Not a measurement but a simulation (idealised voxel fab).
voxel transistor to metal: a process module
The cross-section shown here is cut; it is 260 nm wide and divided into square cells measuring 5 nm on a side.
For the purposes of this document, a cross-section shall be understood as a grid of square cells, specified as bands listed in top-to-bottom order, each band consisting of one or more rows of cells. Quick guide to a band line: top height, bottom height (nm) up front; then every material left to right with its width in nm. Only one material and it's marked "edge to edge"? Then it fills the band edge to edge. And "blank" just means empty space. The reference from which all heights are counted is 0, the level beneath which the as-received wafer is entirely one material; the lowest band, having no lower bound, proceeds downward and is written after the example "from 0 down". The notation "30->40" denotes a width that varies across the rows of cells in the band, beginning at the first number in the top row, finishing at the second number in the bottom row, and changing by an identical amount from each row to the next. "remains unaltered" -> step changed no cross-section cell. Enclosed void listing: empty space of 8 cells or more with no open way to the top, each as width x height at its distance from the left edge, in nm. That trailing text on a step's line, after the settings, is the simulator's own remark on the step. The "overlay nm" setting may appear on a step's line; for a step that uses a mask, it gives how far to the right of its planned position the mask lay, and a negative value indicates the left.
**Planned step list for the process**
step 1: RECEIVE (material Si)
step 2: CONFORMAL_DEP (material SiO2; thk nm 5)
step 3: CONFORMAL_DEP (material SiN; thk nm 15)
step 4: DIRECTIONAL_DEP (material aC; thk nm 15)
step 5: PATTERN (tone cover; mask id ACTIVE; material resist; width nm 105; pitch nm 125; thk nm 35; overlay nm 0)
step 6: DIRECTIONAL_ETCH (etch materials aC; depth nm 15)
step 7: STRIP (etch materials resist)
step 8: DIRECTIONAL_ETCH (etch materials SiN; depth nm 15)
step 9: DIRECTIONAL_ETCH (etch materials SiO2; depth nm 5)
step 10: DIRECTIONAL_ETCH (etch materials Si; depth nm 30)
step 11: STRIP (etch materials aC)
step 12: FILL_DEP (material SiO2; thk nm 10)
step 13: CMP (height nm 20)
step 14: SELECTIVE_ETCH (etch materials SiO2; depth nm 5)
step 15: STRIP (etch materials SiN)
step 16: SELECTIVE_ETCH (etch materials SiO2; depth nm 5)
step 17: OXIDIZE (depth nm 5)
step 18: DIRECTIONAL_DEP (material polySi; thk nm 25)
step 19: DIRECTIONAL_DEP (material SiCN; thk nm 10)
step 20: MASKED_ETCH (tone cover; mask id GATE; width nm 15; pitch nm 125; etch materials SiCN; depth nm 20; overlay nm 0)
step 21: MASKED_ETCH (tone cover; mask id GATE; width nm 15; pitch nm 125; etch materials polySi; depth nm 35; overlay nm 0)
step 22: CONFORMAL_DEP (material SiN; thk nm 5)
step 23: DIRECTIONAL_ETCH (etch materials SiN; depth nm 5)
step 24: DIRECTIONAL_ETCH (etch materials SiO2; depth nm 5)
step 25: EPI (material nSi; thk nm 5)
step 26: FILL_DEP (material SiO2; thk nm 10)
step 27: CMP (height nm 35)
step 28: DIRECTIONAL_DEP (material SiO2; thk nm 10)
step 29: DIRECTIONAL_DEP (material aC; thk nm 10)
step 30: PATTERN (tone open; mask id CONTACT; material resist; width nm 20; thk nm 25; overlay nm 0)
step 31: DIRECTIONAL_ETCH (etch materials aC; depth nm 10)
step 32: STRIP (etch materials resist)
step 33: DIRECTIONAL_ETCH (etch materials SiO2; depth nm 45)
step 34: STRIP (etch materials aC)
step 35: CONFORMAL_DEP (material TiN; thk nm 5)
step 36: FILL_DEP (material W; thk nm 10)
step 37: CMP (height nm 45)
step 38: DIRECTIONAL_DEP (material TiN; thk nm 5)
step 39: DIRECTIONAL_DEP (material W; thk nm 20)
step 40: MASKED_ETCH (tone cover; mask id METAL_1; width nm 20; etch materials W; depth nm 20; overlay nm 0)
step 41: MASKED_ETCH (tone cover; mask id METAL_1; width nm 20; etch materials TiN; depth nm 5; overlay nm 0)
step 42: FILL_DEP (material lowk; thk nm 5)
step 43: CMP (height nm 70)
step 44: CONFORMAL_DEP (material SiCN; thk nm 5)
step 45: DIRECTIONAL_DEP (material SiO2; thk nm 25)
step 46: PATTERN (tone open; mask id METAL_2; material resist; width nm 20; pitch nm 125; thk nm 15; overlay nm 0)
step 47: DIRECTIONAL_ETCH (etch materials SiO2; depth nm 15)
step 48: STRIP (etch materials resist)
step 49: PATTERN (tone open; mask id METAL_2_HOLES; material resist; width nm 15; pitch nm 125; thk nm 20; overlay nm 0)
step 50: DIRECTIONAL_ETCH (etch materials SiO2; depth nm 10)
step 51: DIRECTIONAL_ETCH (etch materials SiCN; depth nm 5)
step 52: STRIP (etch materials resist)
step 53: CONFORMAL_DEP (material TiN; thk nm 5)
step 54: FILL_DEP (material Ru; thk nm 10)
step 55: CMP (height nm 100)
step 56: CONFORMAL_DEP (material SiN; thk nm 5)
**So this is the incoming wafer in cross-section - it's already been through step 1**
	from 0 down: Si edge to edge
	Enclosed void listing: none
**First of two wafers: cross-section at end of module, run per plan**
	from 105 to 100: SiN edge to edge
	from 100 to 90: SiO2 (20); TiN (5); Ru (10); TiN (5); SiO2 (105); TiN (5); Ru (10); TiN (5); SiO2 (95)
	from 90 to 85: SiO2 (20); TiN (5); Ru (5); TiN (10); SiO2 (105); TiN (5); Ru (5); TiN (10); SiO2 (95)
	from 85 to 75: SiO2 (20); TiN (5); Ru (5); TiN (5); SiO2 (110); TiN (5); Ru (5); TiN (5); SiO2 (100)
	from 75 to 70: SiCN (20); TiN (15); SiCN (110); TiN (15); SiCN (100)
	from 70 to 50: lowk (20); W (20); lowk (55); W (20); lowk (30); W (20); lowk (55); W (20); lowk (20)
	from 50 to 45: lowk (20); TiN (20); lowk (55); TiN (20); lowk (30); TiN (20); lowk (55); TiN (20); lowk (20)
	from 45 to 35: SiO2 (20); TiN (5); W (10); TiN (5); SiO2 (55); TiN (5); W (10); TiN (5); SiO2 (30); TiN (5); W (10); TiN (5); SiO2 (55); TiN (5); W (10); TiN (5); SiO2 (20)
	from 35 to 25: SiO2 (20); TiN (5); W (10); TiN (5); SiO2 (15); SiN (5); SiCN (15); SiN (5); SiO2 (15); TiN (5); W (10); TiN (5); SiO2 (30); TiN (5); W (10); TiN (5); SiO2 (15); SiN (5); SiCN (15); SiN (5); SiO2 (15); TiN (5); W (10); TiN (5); SiO2 (20)
	from 25 to 10: SiO2 (20); TiN (5); W (10); TiN (5); SiO2 (15); SiN (5); polySi (15); SiN (5); SiO2 (15); TiN (5); W (10); TiN (5); SiO2 (30); TiN (5); W (10); TiN (5); SiO2 (15); SiN (5); polySi (15); SiN (5); SiO2 (15); TiN (5); W (10); TiN (5); SiO2 (20)
	from 10 to 5: SiO2 (10); SiN (5); SiO2 (5); TiN (5); W (10); TiN (5); SiO2 (15); SiN (5); polySi (15); SiN (5); SiO2 (15); TiN (5); W (10); TiN (5); SiO2 (5); SiN (5); SiO2 (10); SiN (5); SiO2 (5); TiN (5); W (10); TiN (5); SiO2 (15); SiN (5); polySi (15); SiN (5); SiO2 (15); TiN (5); W (10); TiN (5); SiO2 (5); SiN (5); SiO2 (10)
	from 5 to 0: SiO2 (10); SiN (5); SiO2 (5); TiN (20); SiO2 (15); SiN (5); polySi (15); SiN (5); SiO2 (15); TiN (20); SiO2 (5); SiN (5); SiO2 (10); SiN (5); SiO2 (5); TiN (20); SiO2 (15); SiN (5); polySi (15); SiN (5); SiO2 (15); TiN (20); SiO2 (5); SiN (5); SiO2 (10)
	from 0 to -5: SiO2 (15); nSi (40); SiO2 (25); nSi (40); SiO2 (20); nSi (40); SiO2 (25); nSi (40); SiO2 (15)
	from -5 to -30: SiO2 (15); Si (105); SiO2 (20); Si (105); SiO2 (15)
	from -30 down: Si edge to edge
	Enclosed void listing: none
**Same start, same plan as the first wafer - but one mistake in the run. Cross-section of the second of the two at the end of the module**
	from 105 to 100: SiN edge to edge
	from 100 to 90: SiO2 (20); TiN (5); Ru (10); TiN (5); SiO2 (105); TiN (5); Ru (10); TiN (5); SiO2 (95)
	from 90 to 85: SiO2 (20); TiN (5); Ru (5); TiN (10); SiO2 (105); TiN (5); Ru (5); TiN (10); SiO2 (95)
	from 85 to 75: SiO2 (20); TiN (5); Ru (5); TiN (5); SiO2 (110); TiN (5); Ru (5); TiN (5); SiO2 (100)
	from 75 to 70: SiCN (20); TiN (15); SiCN (110); TiN (15); SiCN (100)
	from 70 to 50: W (20); lowk (20); W (55); lowk (20); W (30); lowk (20); W (55); lowk (20); W (20)
	from 50 to 45: TiN edge to edge
	from 45 to 35: SiO2 (20); TiN (5); W (10); TiN (5); SiO2 (55); TiN (5); W (10); TiN (5); SiO2 (30); TiN (5); W (10); TiN (5); SiO2 (55); TiN (5); W (10); TiN (5); SiO2 (20)
	from 35 to 25: SiO2 (20); TiN (5); W (10); TiN (5); SiO2 (15); SiN (5); SiCN (15); SiN (5); SiO2 (15); TiN (5); W (10); TiN (5); SiO2 (30); TiN (5); W (10); TiN (5); SiO2 (15); SiN (5); SiCN (15); SiN (5); SiO2 (15); TiN (5); W (10); TiN (5); SiO2 (20)
	from 25 to 10: SiO2 (20); TiN (5); W (10); TiN (5); SiO2 (15); SiN (5); polySi (15); SiN (5); SiO2 (15); TiN (5); W (10); TiN (5); SiO2 (30); TiN (5); W (10); TiN (5); SiO2 (15); SiN (5); polySi (15); SiN (5); SiO2 (15); TiN (5); W (10); TiN (5); SiO2 (20)
	from 10 to 5: SiO2 (10); SiN (5); SiO2 (5); TiN (5); W (10); TiN (5); SiO2 (15); SiN (5); polySi (15); SiN (5); SiO2 (15); TiN (5); W (10); TiN (5); SiO2 (5); SiN (5); SiO2 (10); SiN (5); SiO2 (5); TiN (5); W (10); TiN (5); SiO2 (15); SiN (5); polySi (15); SiN (5); SiO2 (15); TiN (5); W (10); TiN (5); SiO2 (5); SiN (5); SiO2 (10)
	from 5 to 0: SiO2 (10); SiN (5); SiO2 (5); TiN (20); SiO2 (15); SiN (5); polySi (15); SiN (5); SiO2 (15); TiN (20); SiO2 (5); SiN (5); SiO2 (10); SiN (5); SiO2 (5); TiN (20); SiO2 (15); SiN (5); polySi (15); SiN (5); SiO2 (15); TiN (20); SiO2 (5); SiN (5); SiO2 (10)
	from 0 to -5: SiO2 (15); nSi (40); SiO2 (25); nSi (40); SiO2 (20); nSi (40); SiO2 (25); nSi (40); SiO2 (15)
	from -5 to -30: SiO2 (15); Si (105); SiO2 (20); Si (105); SiO2 (15)
	from -30 down: Si edge to edge
	Enclosed void listing: none
So what did we get wrong on this run? step 40 was processed under conditions differing from the plan, specifically as MASKED_ETCH (tone open; mask id METAL_1; width nm 20; etch materials W; depth nm 20; overlay nm 0)
Once processing is complete, comparing cell counts shows that the second wafer has more or fewer of certain materials than the first: +36 TiN; +80 W; -116 lowk
